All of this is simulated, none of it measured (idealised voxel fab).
process module | voxel double patterning
cross-section cut | 190 nm wide | cells 5 nm
A cross-section is a grid of square cells, given in bands from the top down. A band is one or more rows of cells.
Each band's line starts with the height of the band's top and of its bottom, in nm. Then come its materials from left to right, each with its width in nm. One material with "throughout" fills the band from edge to edge. "air" is empty space.
Height 0 is the level under which the wafer as received is all one material. The lowest band goes on downwards, as in "0 down".
A width such as "30 to 40" changes by the same amount from each row of cells to the next, from the band's top row to its bottom row.
"no change" after a step means that no cell of the cross-section changed.
closed voids: empty space of 8 cells or more with no open way to the top, each as width x height at its distance from the left edge, in nm
after a step's settings: what the simulator itself notes on the step
overlay nm, on a step with a mask: how far to the right of its planned place the mask lay; to the left if negative
plan
1 op RECEIVE | material Si
2 op CONFORMAL_DEP | material SiO2 | thk nm 5
3 op DIRECTIONAL_DEP | material polySi | thk nm 10
4 op DIRECTIONAL_DEP | material SiCN | thk nm 5
5 op DIRECTIONAL_DEP | material aC | thk nm 15
6 op PATTERN | tone open | mask id FIRST | material resist | width nm 15 | pitch nm 50 | thk nm 35 | overlay nm 0
7 op DIRECTIONAL_ETCH | etch materials aC | depth nm 15
8 op STRIP | etch materials resist
9 op DIRECTIONAL_ETCH | etch materials SiCN | depth nm 5
10 op STRIP | etch materials aC
11 op MASKED_ETCH | tone open | mask id SECOND | width nm 15 | pitch nm 50 | etch materials SiCN | depth nm 5 | overlay nm 0
12 op DIRECTIONAL_ETCH | etch materials polySi | depth nm 10
13 op STRIP | etch materials SiCN
as received, after step 1
  0 down: Si throughout
  closed voids: none
first wafer at the end, as planned
  15 to 5: polySi 35 | air 15 | polySi 10 | air 15 | polySi 10 | air 15 | polySi 10 | air 15 | polySi 10 | air 15 | polySi 40
  5 to 0: SiO2 throughout
  0 down: Si throughout
  closed voids: none
second wafer at the end: like start, like plan, one mistake
  10 to 0: polySi 35 | air 15 | polySi 10 | air 15 | polySi 10 | air 15 | polySi 10 | air 15 | polySi 10 | air 15 | polySi 40
  0 down: Si throughout
  closed voids: none
what went wrong: step 2 was left out
at the end the second wafer has, in cells: 38 fewer of SiO2
